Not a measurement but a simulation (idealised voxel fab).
Process module under the name voxel released beams
The width of the displayed cross-section, cut, is 200 nm; its cells are square, with a size of 5 nm.
A cross-section is a grid of square cells, given in bands from the top down. A band is one or more rows of cells.
Heads up on the band format: heights come first, top then bottom, in nm. After that it's the materials left to right, each with its width in nm. A single material flagged "everywhere" fills the whole band edge to edge, and "blank" means there's empty space there.
Convention: height 0 is the level below which the wafer, as received, is all one material. The lowest band does not terminate at the bottom but continues downward, represented as "0 -> down".
A width such as "30 to 40" changes by the same amount from each row of cells to the next, from the band's top row to its bottom row.
It should be understood that the words "all unchanged", when stated for a given step, signify that the cross-section underwent no change in any of its cells during that step.
"Enclosed cavity list" means: voids of 8 cells or more that are shut off from the top with no open way through. Written width x height at distance, distance from the left edge, in nm.
Read whatever lies past the settings on a step's line as the simulator's own remark about the step.
The optional step-line setting "overlay nm" applies to steps with a mask and quantifies how far to the right of its planned location the mask lay, a negative value indicating leftward placement.
Process steps (planned)
1. RECEIVE [material Si]
2. CONFORMAL_DEP [material SiN] [thk nm 10]
3. DIRECTIONAL_DEP [material SiO2] [thk nm 20]
4. MASKED_ETCH [tone open] [mask id ANCHOR] [width nm 30] [etch materials SiO2] [depth nm 20] [overlay nm 0]
5. CONFORMAL_DEP [material TiN] [thk nm 5]
6. DIRECTIONAL_DEP [material aC] [thk nm 15]
7. PATTERN [tone cover] [mask id BEAM] [material resist] [width nm 100] [thk nm 30] [overlay nm 0]
8. DIRECTIONAL_ETCH [etch materials aC] [depth nm 15]
9. STRIP [etch materials resist]
10. DIRECTIONAL_ETCH [etch materials TiN] [depth nm 10]
11. STRIP [etch materials aC]
12. STRIP [etch materials SiO2]
Split variable: thk nm, step 5. Plan value = first wafer. Wafers start alike.
The first of several wafers as received, shown in cross-section; this is its state after step 1
0 -> down  Si everywhere
Enclosed cavity list: none
Basically each wafer gets a line in the table, showing it at the end of the module: material by material, the cells it gained (+) or lost (-) since we got it, then its closed voids
thk nm 5 | +80 SiN | +28 TiN | Enclosed cavity list: none
thk nm 10 | +80 SiN | +56 TiN | Enclosed cavity list: none
thk nm 15 | +80 SiN | +136 SiO2 | +104 TiN | Enclosed cavity list: none
thk nm 20 | +80 SiN | +136 SiO2 | +144 TiN | Enclosed cavity list: none
thk nm 25 | +80 SiN | +136 SiO2 | +184 TiN | Enclosed cavity list: none
